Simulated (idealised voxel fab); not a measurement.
process module | voxel self aligned contacts
cross-section cut | 185 nm wide | cells 5 nm
A cross-section is a grid of square cells, given in bands from the top down. A band is one or more rows of cells.
Each band's line starts with the height of the band's top and of its bottom, in nm. Then come its materials from left to right, each with its width in nm. One material with "throughout" fills the band from edge to edge. "air" is empty space.
Height 0 is the level under which the wafer as received is all one material. The lowest band goes on downwards, as in "0 down".
A width such as "30 to 40" changes by the same amount from each row of cells to the next, from the band's top row to its bottom row.
"no change" after a step means that no cell of the cross-section changed.
closed voids: empty space of 8 cells or more with no open way to the top, each as width x height at its distance from the left edge, in nm
after a step's settings: what the simulator itself notes on the step
overlay nm, on a step with a mask: how far to the right of its planned place the mask lay; to the left if negative
plan
1 op RECEIVE | material Si
2 op CONFORMAL_DEP | material SiO2 | thk nm 5
3 op DIRECTIONAL_DEP | material polySi | thk nm 25
4 op DIRECTIONAL_DEP | material SiN | thk nm 15
5 op PATTERN | tone cover | mask id GATE | material resist | width nm 25 | pitch nm 50 | thk nm 20 | overlay nm 0
6 op DIRECTIONAL_ETCH | etch materials SiN | depth nm 15
7 op DIRECTIONAL_ETCH | etch materials polySi | depth nm 25
8 op STRIP | etch materials resist
9 op CONFORMAL_DEP | material SiN | thk nm 5
10 op DIRECTIONAL_ETCH | etch materials SiN | depth nm 5
11 op FILL_DEP | material SiO2 | thk nm 20
12 op CMP | height nm 55
13 op PATTERN | tone open | mask id CONTACT | material resist | width nm 35 | thk nm 15 | overlay nm 0
14 op DIRECTIONAL_ETCH | etch materials SiO2 | depth nm 55
15 op STRIP | etch materials resist
16 op CONFORMAL_DEP | material TiN | thk nm 5
17 op FILL_DEP | material W | thk nm 10
18 op CMP | height nm 55
19 op CONFORMAL_DEP | material SiN | thk nm 5
first wafer, as planned
as received, after step 1
  0 down: Si throughout
  closed voids: none
after step 2
  5 to 0: SiO2 throughout
  below 0: unchanged
after step 3
  30 to 5: polySi throughout
  below 5: unchanged
after step 4
  45 to 30: SiN throughout
  below 30: unchanged
after step 5
  65 to 45: air 55 | resist 25 | air 25 | resist 25 | air 55
  below 45: unchanged
after step 6
  65 to 45: air 55 | resist 25 | air 25 | resist 25 | air 55
  45 to 30: air 55 | SiN 25 | air 25 | SiN 25 | air 55
  below 30: unchanged
after step 7
  65 to 45: air 55 | resist 25 | air 25 | resist 25 | air 55
  45 to 30: air 55 | SiN 25 | air 25 | SiN 25 | air 55
  30 to 5: air 55 | polySi 25 | air 25 | polySi 25 | air 55
  below 5: unchanged
after step 8
  45 to 30: air 55 | SiN 25 | air 25 | SiN 25 | air 55
  below 30: unchanged
after step 9
  50 to 30: air 50 | SiN 35 | air 15 | SiN 35 | air 50
  30 to 10: air 50 | SiN 5 | polySi 25 | SiN 5 | air 15 | SiN 5 | polySi 25 | SiN 5 | air 50
  10 to 5: SiN 55 | polySi 25 | SiN 25 | polySi 25 | SiN 55
  below 5: unchanged
after step 10
  45 to 30: air 50 | SiN 35 | air 15 | SiN 35 | air 50
  30 to 5: air 50 | SiN 5 | polySi 25 | SiN 5 | air 15 | SiN 5 | polySi 25 | SiN 5 | air 50
  below 5: unchanged
after step 11
  65 to 45: SiO2 throughout
  45 to 30: SiO2 50 | SiN 35 | SiO2 15 | SiN 35 | SiO2 50
  30 to 5: SiO2 50 | SiN 5 | polySi 25 | SiN 5 | SiO2 15 | SiN 5 | polySi 25 | SiN 5 | SiO2 50
  below 5: unchanged
after step 12
  55 to 45: SiO2 throughout
  below 45: unchanged
after step 13
  70 to 55: resist 75 | air 35 | resist 75
  below 55: unchanged
after step 14
  70 to 55: resist 75 | air 35 | resist 75
  55 to 45: SiO2 75 | air 35 | SiO2 75
  45 to 30: SiO2 50 | SiN 35 | air 15 | SiN 35 | SiO2 50
  30 to 5: SiO2 50 | SiN 5 | polySi 25 | SiN 5 | air 15 | SiN 5 | polySi 25 | SiN 5 | SiO2 50
  5 to 0: SiO2 85 | air 15 | SiO2 85
  below 0: unchanged
after step 15
  55 to 45: SiO2 75 | air 35 | SiO2 75
  below 45: unchanged
after step 16
  60 to 55: TiN 80 | air 25 | TiN 80
  55 to 45: SiO2 75 | TiN 5 to 15 | air 25 to 5 | TiN 5 to 15 | SiO2 75
  45 to 30: SiO2 50 | SiN 35 | TiN 5 | air 5 | TiN 5 | SiN 35 | SiO2 50
  30 to 5: SiO2 50 | SiN 5 | polySi 25 | SiN 5 | TiN 5 | air 5 | TiN 5 | SiN 5 | polySi 25 | SiN 5 | SiO2 50
  5 to 0: SiO2 85 | TiN 15 | SiO2 85
  below 0: unchanged
after step 17
  70 to 60: W throughout
  60 to 55: TiN 80 | W 25 | TiN 80
  55 to 45: SiO2 75 | TiN 5 to 15 | W 25 to 5 | TiN 5 to 15 | SiO2 75
  45 to 30: SiO2 50 | SiN 35 | TiN 5 | W 5 | TiN 5 | SiN 35 | SiO2 50
  30 to 5: SiO2 50 | SiN 5 | polySi 25 | SiN 5 | TiN 5 | W 5 | TiN 5 | SiN 5 | polySi 25 | SiN 5 | SiO2 50
  below 5: unchanged
after step 18
  55 to 45: SiO2 75 | TiN 5 to 15 | W 25 to 5 | TiN 5 to 15 | SiO2 75
  below 45: unchanged
after step 19
  60 to 55: SiN throughout
  below 55: unchanged
second wafer: like start, like plan, one mistake. Through step 1 it matches the first wafer
when step 2 should have ended: no change
when step 3 should have ended
  25 to 0: polySi throughout
  below 0: unchanged
when step 4 should have ended
  40 to 25: SiN throughout
  below 25: unchanged
when step 5 should have ended
  60 to 40: air 55 | resist 25 | air 25 | resist 25 | air 55
  below 40: unchanged
when step 6 should have ended
  60 to 40: air 55 | resist 25 | air 25 | resist 25 | air 55
  40 to 25: air 55 | SiN 25 | air 25 | SiN 25 | air 55
  below 25: unchanged
when step 7 should have ended
  60 to 40: air 55 | resist 25 | air 25 | resist 25 | air 55
  40 to 25: air 55 | SiN 25 | air 25 | SiN 25 | air 55
  25 to 0: air 55 | polySi 25 | air 25 | polySi 25 | air 55
  below 0: unchanged
when step 8 should have ended
  40 to 25: air 55 | SiN 25 | air 25 | SiN 25 | air 55
  below 25: unchanged
when step 9 should have ended
  45 to 25: air 50 | SiN 35 | air 15 | SiN 35 | air 50
  25 to 5: air 50 | SiN 5 | polySi 25 | SiN 5 | air 15 | SiN 5 | polySi 25 | SiN 5 | air 50
  5 to 0: SiN 55 | polySi 25 | SiN 25 | polySi 25 | SiN 55
  below 0: unchanged
when step 10 should have ended
  40 to 25: air 50 | SiN 35 | air 15 | SiN 35 | air 50
  25 to 0: air 50 | SiN 5 | polySi 25 | SiN 5 | air 15 | SiN 5 | polySi 25 | SiN 5 | air 50
  below 0: unchanged
when step 11 should have ended
  60 to 40: SiO2 throughout
  40 to 25: SiO2 50 | SiN 35 | SiO2 15 | SiN 35 | SiO2 50
  25 to 0: SiO2 50 | SiN 5 | polySi 25 | SiN 5 | SiO2 15 | SiN 5 | polySi 25 | SiN 5 | SiO2 50
  below 0: unchanged
when step 12 should have ended
  55 to 40: SiO2 throughout
  below 40: unchanged
when step 13 should have ended
  70 to 55: resist 75 | air 35 | resist 75
  below 55: unchanged
when step 14 should have ended
  70 to 55: resist 75 | air 35 | resist 75
  55 to 40: SiO2 75 | air 35 | SiO2 75
  40 to 25: SiO2 50 | SiN 35 | air 15 | SiN 35 | SiO2 50
  25 to 0: SiO2 50 | SiN 5 | polySi 25 | SiN 5 | air 15 | SiN 5 | polySi 25 | SiN 5 | SiO2 50
  below 0: unchanged
when step 15 should have ended
  55 to 40: SiO2 75 | air 35 | SiO2 75
  below 40: unchanged
when step 16 should have ended
  60 to 55: TiN 80 | air 25 | TiN 80
  55 to 45: SiO2 75 | TiN 5 | air 25 | TiN 5 | SiO2 75
  45 to 40: SiO2 75 | TiN 15 | air 5 | TiN 15 | SiO2 75
  40 to 25: SiO2 50 | SiN 35 | TiN 5 | air 5 | TiN 5 | SiN 35 | SiO2 50
  25 to 5: SiO2 50 | SiN 5 | polySi 25 | SiN 5 | TiN 5 | air 5 | TiN 5 | SiN 5 | polySi 25 | SiN 5 | SiO2 50
  5 to 0: SiO2 50 | SiN 5 | polySi 25 | SiN 5 | TiN 15 | SiN 5 | polySi 25 | SiN 5 | SiO2 50
  below 0: unchanged
when step 17 should have ended
  70 to 60: W throughout
  60 to 55: TiN 80 | W 25 | TiN 80
  55 to 45: SiO2 75 | TiN 5 | W 25 | TiN 5 | SiO2 75
  45 to 40: SiO2 75 | TiN 15 | W 5 | TiN 15 | SiO2 75
  40 to 25: SiO2 50 | SiN 35 | TiN 5 | W 5 | TiN 5 | SiN 35 | SiO2 50
  25 to 5: SiO2 50 | SiN 5 | polySi 25 | SiN 5 | TiN 5 | W 5 | TiN 5 | SiN 5 | polySi 25 | SiN 5 | SiO2 50
  below 5: unchanged
when step 18 should have ended
  55 to 45: SiO2 75 | TiN 5 | W 25 | TiN 5 | SiO2 75
  below 45: unchanged
when step 19 should have ended
  60 to 55: SiN throughout
  below 55: unchanged
what went wrong: step 2 was left out
at the end the second wafer has, in cells: 4 fewer of SiO2 | 4 more of W
